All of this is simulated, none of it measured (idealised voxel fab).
process module | voxel self aligned vias
cross-section cut | 290 nm wide | cells 5 nm
A cross-section is a grid of square cells, given in bands from the top down. A band is one or more rows of cells.
Each band's line starts with the height of the band's top and of its bottom, in nm. Then come its materials from left to right, each with its width in nm. One material with "throughout" fills the band from edge to edge. "air" is empty space.
Height 0 is the level under which the wafer as received is all one material. The lowest band goes on downwards, as in "0 down".
A width such as "30 to 40" changes by the same amount from each row of cells to the next, from the band's top row to its bottom row.
"no change" after a step means that no cell of the cross-section changed.
closed voids: empty space of 8 cells or more with no open way to the top, each as width x height at its distance from the left edge, in nm
after a step's settings: what the simulator itself notes on the step
overlay nm, on a step with a mask: how far to the right of its planned place the mask lay; to the left if negative
plan
1 op RECEIVE | material Si
2 op CONFORMAL_DEP | material SiO2 | thk nm 10
3 op CONFORMAL_DEP | material SiCN | thk nm 5
4 op DIRECTIONAL_DEP | material lowk | thk nm 25
5 op MASKED_ETCH | tone open | mask id LINES | width nm 25 | pitch nm 65 | etch materials lowk | depth nm 25 | overlay nm 0
6 op CONFORMAL_DEP | material TiN | thk nm 5
7 op FILL_DEP | material Ru | thk nm 5
8 op CMP | height nm 40
9 op SELECTIVE_ETCH | etch materials W Ru TiN | depth nm 10
10 op FILL_DEP | material SiN | thk nm 10
11 op CMP | height nm 40
12 op DIRECTIONAL_DEP | material lowk | thk nm 20
13 op MASKED_ETCH | tone open | mask id VIAS | width nm 45 | etch materials lowk | depth nm 20 | overlay nm 0
14 op MASKED_ETCH | tone open | mask id VIAS | width nm 45 | etch materials SiN | depth nm 10 | overlay nm 0
15 op CONFORMAL_DEP | material TiN | thk nm 5
16 op FILL_DEP | material Ru | thk nm 10
17 op CMP | height nm 60
18 op CONFORMAL_DEP | material SiCN | thk nm 5
as received, after step 1
  0 down: Si throughout
  closed voids: none
first wafer at the end, as planned
  65 to 60: SiCN throughout
  60 to 45: lowk 90 | TiN 5 | Ru 35 | TiN 5 | lowk 155
  45 to 40: lowk 90 | TiN 15 | Ru 15 | TiN 15 | lowk 155
  40 to 35: lowk 100 | TiN 5 | Ru 15 | TiN 5 | lowk 40 | SiN 25 | lowk 100
  35 to 30: lowk 100 | TiN 25 | lowk 40 | SiN 25 | lowk 100
  30 to 20: lowk 100 | TiN 5 | Ru 15 | TiN 5 | lowk 40 | TiN 5 | Ru 15 | TiN 5 | lowk 100
  20 to 15: lowk 100 | TiN 25 | lowk 40 | TiN 25 | lowk 100
  15 to 10: SiCN throughout
  10 to 0: SiO2 throughout
  0 down: Si throughout
  closed voids: none
second wafer at the end: like start, like plan, one mistake
  65 to 60: SiCN throughout
  60 to 45: lowk 90 | TiN 5 | Ru 35 | TiN 5 | lowk 155
  45 to 40: lowk 90 | TiN 15 | Ru 20 | TiN 10 | lowk 155
  40 to 35: lowk 100 | TiN 5 | Ru 20 | TiN 5 | lowk 35 | SiN 30 | lowk 95
  35 to 30: lowk 100 | TiN 30 | lowk 35 | SiN 30 | lowk 95
  30 to 20: lowk 100 | TiN 5 | Ru 20 | TiN 5 | lowk 35 | TiN 5 | Ru 20 | TiN 5 | lowk 95
  20 to 15: lowk 100 | TiN 30 | lowk 35 | TiN 30 | lowk 95
  15 to 10: SiCN throughout
  10 to 0: SiO2 throughout
  0 down: Si throughout
  closed voids: none
what went wrong: step 5 ran as: op MASKED_ETCH | tone open | mask id LINES | width nm 30 | pitch nm 65 | etch materials lowk | depth nm 25 | overlay nm 0
at the end the second wafer has, in cells: 6 more of Ru | 2 more of SiN | 2 more of TiN | 10 fewer of lowk
